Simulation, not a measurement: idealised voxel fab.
Presented below is a process module, voxel self aligned vias.
Shown is cross-section cut, with a width of 270 nm and square cells of size 5 nm.
We lay out every cross-section as a grid of square cells and spell it out in bands from the top down, where one band means one or more rows of cells. Quick guide to a band line: top height, bottom height (nm) up front; then every material left to right with its width in nm. Only one material and it's marked "full width"? Then it fills the band edge to edge. And "empty" just means empty space. Heights are reckoned from 0. Under this level, the received wafer is all of one material. The bottommost band is open-ended downward, for example "top 0, no bottom". So if you see something like "30->40" for the width, read it as the top row of the band sitting at the first number and the bottom row at the second, with every row in between moving by the same amount as the last. Take "no modification" at face value: in the step it is given for, the cross-section changed in none of its cells. "Closed void catalog": empty spaces of 8 cells or more with no open way to the top, each given as width x height at distance, distance from the left edge, all in nm. Post-settings text on a step line: simulator's own remark regarding the step. overlay nm, on a step with a mask: how far to the right of its planned place the mask lay; to the left if negative.
[Planned process steps]
1) RECEIVE (material Si)
2) CONFORMAL_DEP (material SiO2; thk nm 15)
3) CONFORMAL_DEP (material SiCN; thk nm 5)
4) DIRECTIONAL_DEP (material SiO2; thk nm 30)
5) DIRECTIONAL_DEP (material aC; thk nm 10)
6) PATTERN (tone open; mask id LINES; material resist; width nm 30; pitch nm 65; thk nm 30; overlay nm 0)
7) DIRECTIONAL_ETCH (etch materials aC; depth nm 10)
8) STRIP (etch materials resist)
9) DIRECTIONAL_ETCH (etch materials SiO2; depth nm 30)
10) STRIP (etch materials aC)
11) CONFORMAL_DEP (material TiN; thk nm 5)
12) FILL_DEP (material W; thk nm 5)
13) CMP (height nm 50)
14) SELECTIVE_ETCH (etch materials W Ru TiN; depth nm 5)
15) FILL_DEP (material SiN; thk nm 5)
16) CMP (height nm 50)
17) DIRECTIONAL_DEP (material SiO2; thk nm 15)
18) MASKED_ETCH (tone open; mask id VIAS; width nm 40; pitch nm 65; etch materials SiO2; depth nm 15; overlay nm 0)
19) MASKED_ETCH (tone open; mask id VIAS; width nm 40; pitch nm 65; etch materials SiN; depth nm 5; overlay nm 0)
20) CONFORMAL_DEP (material TiN; thk nm 5)
21) FILL_DEP (material W; thk nm 5)
22) CMP (height nm 65)
23) CONFORMAL_DEP (material SiN; thk nm 5)
[Below: the first of two wafers, run as planned]
[Received-state cross-section, reflecting completion of step 1]
> top 0, no bottom: Si full width
> Closed void catalog: none
[Cross-section of the wafer after step 2]
> top 15, bottom 0: SiO2 full width
> Whatever lies below 0 is exactly as it was before.
[Cross-section of the wafer after step 3]
> top 20, bottom 15: SiCN full width
> Whatever lies below 15 is exactly as it was before.
[Cross-section of the wafer after step 4]
> top 50, bottom 20: SiO2 full width
> Whatever lies below 20 is exactly as it was before.
[Cross-section of the wafer after step 5]
> top 60, bottom 50: aC full width
> Whatever lies below 50 is exactly as it was before.
[Cross-section of the wafer after step 6]
> top 90, bottom 60: 55 of resist | 30 of empty | 35 of resist | 30 of empty | 35 of resist | 30 of empty | 55 of resist
> Whatever lies below 60 is exactly as it was before.
[Cross-section of the wafer after step 7]
> top 80, bottom 60: 55 of resist | 30 of empty | 35 of resist | 30 of empty | 35 of resist | 30 of empty | 55 of resist
> top 60, bottom 50: 55 of aC | 30 of empty | 35 of aC | 30 of empty | 35 of aC | 30 of empty | 55 of aC
> Whatever lies below 50 is exactly as it was before.
[Cross-section of the wafer after step 8]
> top 60, bottom 50: 55 of aC | 30 of empty | 35 of aC | 30 of empty | 35 of aC | 30 of empty | 55 of aC
> Whatever lies below 50 is exactly as it was before.
[Cross-section of the wafer after step 9]
> top 60, bottom 50: 55 of aC | 30 of empty | 35 of aC | 30 of empty | 35 of aC | 30 of empty | 55 of aC
> top 50, bottom 20: 55 of SiO2 | 30 of empty | 35 of SiO2 | 30 of empty | 35 of SiO2 | 30 of empty | 55 of SiO2
> Whatever lies below 20 is exactly as it was before.
[Cross-section of the wafer after step 10]
> top 50, bottom 20: 55 of SiO2 | 30 of empty | 35 of SiO2 | 30 of empty | 35 of SiO2 | 30 of empty | 55 of SiO2
> Whatever lies below 20 is exactly as it was before.
[Cross-section of the wafer after step 11]
> top 55, bottom 50: 60 of TiN | 20 of empty | 45 of TiN | 20 of empty | 45 of TiN | 20 of empty | 60 of TiN
> top 50, bottom 25: 55 of SiO2 | 5 of TiN | 20 of empty | 5 of TiN | 35 of SiO2 | 5 of TiN | 20 of empty | 5 of TiN | 35 of SiO2 | 5 of TiN | 20 of empty | 5 of TiN | 55 of SiO2
> top 25, bottom 20: 55 of SiO2 | 30 of TiN | 35 of SiO2 | 30 of TiN | 35 of SiO2 | 30 of TiN | 55 of SiO2
> Whatever lies below 20 is exactly as it was before.
[Cross-section of the wafer after step 12]
> top 60, bottom 55: W full width
> top 55, bottom 50: 60 of TiN | 20 of W | 45 of TiN | 20 of W | 45 of TiN | 20 of W | 60 of TiN
> top 50, bottom 25: 55 of SiO2 | 5 of TiN | 20 of W | 5 of TiN | 35 of SiO2 | 5 of TiN | 20 of W | 5 of TiN | 35 of SiO2 | 5 of TiN | 20 of W | 5 of TiN | 55 of SiO2
> Whatever lies below 25 is exactly as it was before.
[Cross-section of the wafer after step 13]
> top 50, bottom 25: 55 of SiO2 | 5 of TiN | 20 of W | 5 of TiN | 35 of SiO2 | 5 of TiN | 20 of W | 5 of TiN | 35 of SiO2 | 5 of TiN | 20 of W | 5 of TiN | 55 of SiO2
> Whatever lies below 25 is exactly as it was before.
[Cross-section of the wafer after step 14]
> top 50, bottom 45: 55 of SiO2 | 30 of empty | 35 of SiO2 | 30 of empty | 35 of SiO2 | 30 of empty | 55 of SiO2
> Whatever lies below 45 is exactly as it was before.
[Cross-section of the wafer after step 15]
> top 55, bottom 50: SiN full width
> top 50, bottom 45: 55 of SiO2 | 30 of SiN | 35 of SiO2 | 30 of SiN | 35 of SiO2 | 30 of SiN | 55 of SiO2
> Whatever lies below 45 is exactly as it was before.
[Cross-section of the wafer after step 16]
> top 50, bottom 45: 55 of SiO2 | 30 of SiN | 35 of SiO2 | 30 of SiN | 35 of SiO2 | 30 of SiN | 55 of SiO2
> Whatever lies below 45 is exactly as it was before.
[Cross-section of the wafer after step 17]
> top 65, bottom 50: SiO2 full width
> Whatever lies below 50 is exactly as it was before.
[Cross-section of the wafer after step 18]
> top 65, bottom 50: 50 of SiO2 | 40 of empty | 25 of SiO2 | 40 of empty | 25 of SiO2 | 40 of empty | 50 of SiO2
> Whatever lies below 50 is exactly as it was before.
[Cross-section of the wafer after step 19]
> top 65, bottom 50: 50 of SiO2 | 40 of empty | 25 of SiO2 | 40 of empty | 25 of SiO2 | 40 of empty | 50 of SiO2
> top 50, bottom 45: 55 of SiO2 | 30 of empty | 35 of SiO2 | 30 of empty | 35 of SiO2 | 30 of empty | 55 of SiO2
> Whatever lies below 45 is exactly as it was before.
[Cross-section of the wafer after step 20]
> top 70, bottom 65: 55 of TiN | 30 of empty | 35 of TiN | 30 of empty | 35 of TiN | 30 of empty | 55 of TiN
> top 65, bottom 55: 50 of SiO2 | 5 of TiN | 30 of empty | 5 of TiN | 25 of SiO2 | 5 of TiN | 30 of empty | 5 of TiN | 25 of SiO2 | 5 of TiN | 30 of empty | 5 of TiN | 50 of SiO2
> top 55, bottom 50: 50 of SiO2 | 10 of TiN | 20 of empty | 10 of TiN | 25 of SiO2 | 10 of TiN | 20 of empty | 10 of TiN | 25 of SiO2 | 10 of TiN | 20 of empty | 10 of TiN | 50 of SiO2
> top 50, bottom 45: 55 of SiO2 | 30 of TiN | 35 of SiO2 | 30 of TiN | 35 of SiO2 | 30 of TiN | 55 of SiO2
> Whatever lies below 45 is exactly as it was before.
[Cross-section of the wafer after step 21]
> top 75, bottom 70: W full width
> top 70, bottom 65: 55 of TiN | 30 of W | 35 of TiN | 30 of W | 35 of TiN | 30 of W | 55 of TiN
> top 65, bottom 55: 50 of SiO2 | 5 of TiN | 30 of W | 5 of TiN | 25 of SiO2 | 5 of TiN | 30 of W | 5 of TiN | 25 of SiO2 | 5 of TiN | 30 of W | 5 of TiN | 50 of SiO2
> top 55, bottom 50: 50 of SiO2 | 10 of TiN | 20 of W | 10 of TiN | 25 of SiO2 | 10 of TiN | 20 of W | 10 of TiN | 25 of SiO2 | 10 of TiN | 20 of W | 10 of TiN | 50 of SiO2
> Whatever lies below 50 is exactly as it was before.
[Cross-section of the wafer after step 22]
> top 65, bottom 55: 50 of SiO2 | 5 of TiN | 30 of W | 5 of TiN | 25 of SiO2 | 5 of TiN | 30 of W | 5 of TiN | 25 of SiO2 | 5 of TiN | 30 of W | 5 of TiN | 50 of SiO2
> Whatever lies below 55 is exactly as it was before.
[Cross-section of the wafer after step 23]
> top 70, bottom 65: SiN full width
> Whatever lies below 65 is exactly as it was before.
[Second wafer, same starting state and plan as the first, one mistake in the run, identical through step 18]
[Second wafer at the planned finish of step 19, seen in cross-section]
> top 65, bottom 50: 50 of SiO2 | 40 of empty | 25 of SiO2 | 40 of empty | 25 of SiO2 | 40 of empty | 50 of SiO2
> top 50, bottom 45: 55 of SiO2 | 5 of SiN | 25 of empty | 35 of SiO2 | 5 of SiN | 25 of empty | 35 of SiO2 | 5 of SiN | 25 of empty | 55 of SiO2
> Whatever lies below 45 is exactly as it was before.
[Second wafer at the planned finish of step 20, seen in cross-section]
> top 70, bottom 65: 55 of TiN | 30 of empty | 35 of TiN | 30 of empty | 35 of TiN | 30 of empty | 55 of TiN
> top 65, bottom 55: 50 of SiO2 | 5 of TiN | 30 of empty | 5 of TiN | 25 of SiO2 | 5 of TiN | 30 of empty | 5 of TiN | 25 of SiO2 | 5 of TiN | 30 of empty | 5 of TiN | 50 of SiO2
> top 55, bottom 50: 50 of SiO2 | 15 of TiN | 15 of empty | 10 of TiN | 25 of SiO2 | 15 of TiN | 15 of empty | 10 of TiN | 25 of SiO2 | 15 of TiN | 15 of empty | 10 of TiN | 50 of SiO2
> top 50, bottom 45: 55 of SiO2 | 5 of SiN | 25 of TiN | 35 of SiO2 | 5 of SiN | 25 of TiN | 35 of SiO2 | 5 of SiN | 25 of TiN | 55 of SiO2
> Whatever lies below 45 is exactly as it was before.
[Second wafer at the planned finish of step 21, seen in cross-section]
> top 75, bottom 70: W full width
> top 70, bottom 65: 55 of TiN | 30 of W | 35 of TiN | 30 of W | 35 of TiN | 30 of W | 55 of TiN
> top 65, bottom 55: 50 of SiO2 | 5 of TiN | 30 of W | 5 of TiN | 25 of SiO2 | 5 of TiN | 30 of W | 5 of TiN | 25 of SiO2 | 5 of TiN | 30 of W | 5 of TiN | 50 of SiO2
> top 55, bottom 50: 50 of SiO2 | 15 of TiN | 15 of W | 10 of TiN | 25 of SiO2 | 15 of TiN | 15 of W | 10 of TiN | 25 of SiO2 | 15 of TiN | 15 of W | 10 of TiN | 50 of SiO2
> Whatever lies below 50 is exactly as it was before.
[Second wafer at the planned finish of step 22, seen in cross-section]
> top 65, bottom 55: 50 of SiO2 | 5 of TiN | 30 of W | 5 of TiN | 25 of SiO2 | 5 of TiN | 30 of W | 5 of TiN | 25 of SiO2 | 5 of TiN | 30 of W | 5 of TiN | 50 of SiO2
> Whatever lies below 55 is exactly as it was before.
[Second wafer at the planned finish of step 23, seen in cross-section]
> top 70, bottom 65: SiN full width
> Whatever lies below 65 is exactly as it was before.
what went wrong: rather than as planned, step 19 actually ran as MASKED_ETCH (tone open; mask id VIAS; width nm 40; pitch nm 65; etch materials SiN; depth nm 5; overlay nm 10)
Heads up, by the end the second wafer has more or fewer cells of some materials compared to the first: 3 more of SiN; 3 fewer of W
